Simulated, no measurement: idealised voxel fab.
process module | voxel ribs on slabs
cross-section cut | 275 nm wide | cells 5 nm
A cross-section is a grid of square cells, given in bands from the top down. A band is one or more rows of cells.
Each band's line starts with the height of the band's top and of its bottom, in nm. Then come its materials from left to right, each with its width in nm. One material with "throughout" fills the band from edge to edge. "air" is empty space.
Height 0 is the level under which the wafer as received is all one material. The lowest band goes on downwards, as in "0 down".
A width such as "30 to 40" changes by the same amount from each row of cells to the next, from the band's top row to its bottom row.
"no change" after a step means that no cell of the cross-section changed.
closed voids: empty space of 8 cells or more with no open way to the top, each as width x height at its distance from the left edge, in nm
after a step's settings: what the simulator itself notes on the step
overlay nm, on a step with a mask: how far to the right of its planned place the mask lay; to the left if negative
plan
1 op RECEIVE | material Si
2 op DIRECTIONAL_DEP | material SiO2 | thk nm 30
3 op DIRECTIONAL_DEP | material polySi | thk nm 25
4 op MASKED_ETCH | tone cover | mask id RIB | width nm 20 | etch materials polySi | depth nm 5 | overlay nm 0
5 op MASKED_ETCH | tone cover | mask id SLAB | width nm 80 | etch materials polySi | depth nm 20 | overlay nm 0
6 op FILL_DEP | material SiO2 | thk nm 20
7 op CMP | height nm 70
8 op DIRECTIONAL_DEP | material TiN | thk nm 10
9 op MASKED_ETCH | tone cover | mask id HEATER | width nm 30 | etch materials TiN | depth nm 10 | overlay nm 0
10 op CONFORMAL_DEP | material SiN | thk nm 10
as received, after step 1
  0 down: Si throughout
  closed voids: none
a wafer at the end: this start, this plan, one mistake
  90 to 80: air 110 | SiN 50 | air 115
  80 to 70: SiN 120 | TiN 30 | SiN 125
  70 to 25: SiO2 throughout
  25 to 0: polySi throughout
  0 down: Si throughout
  closed voids: none
what went wrong: steps 2 and 3 were swapped
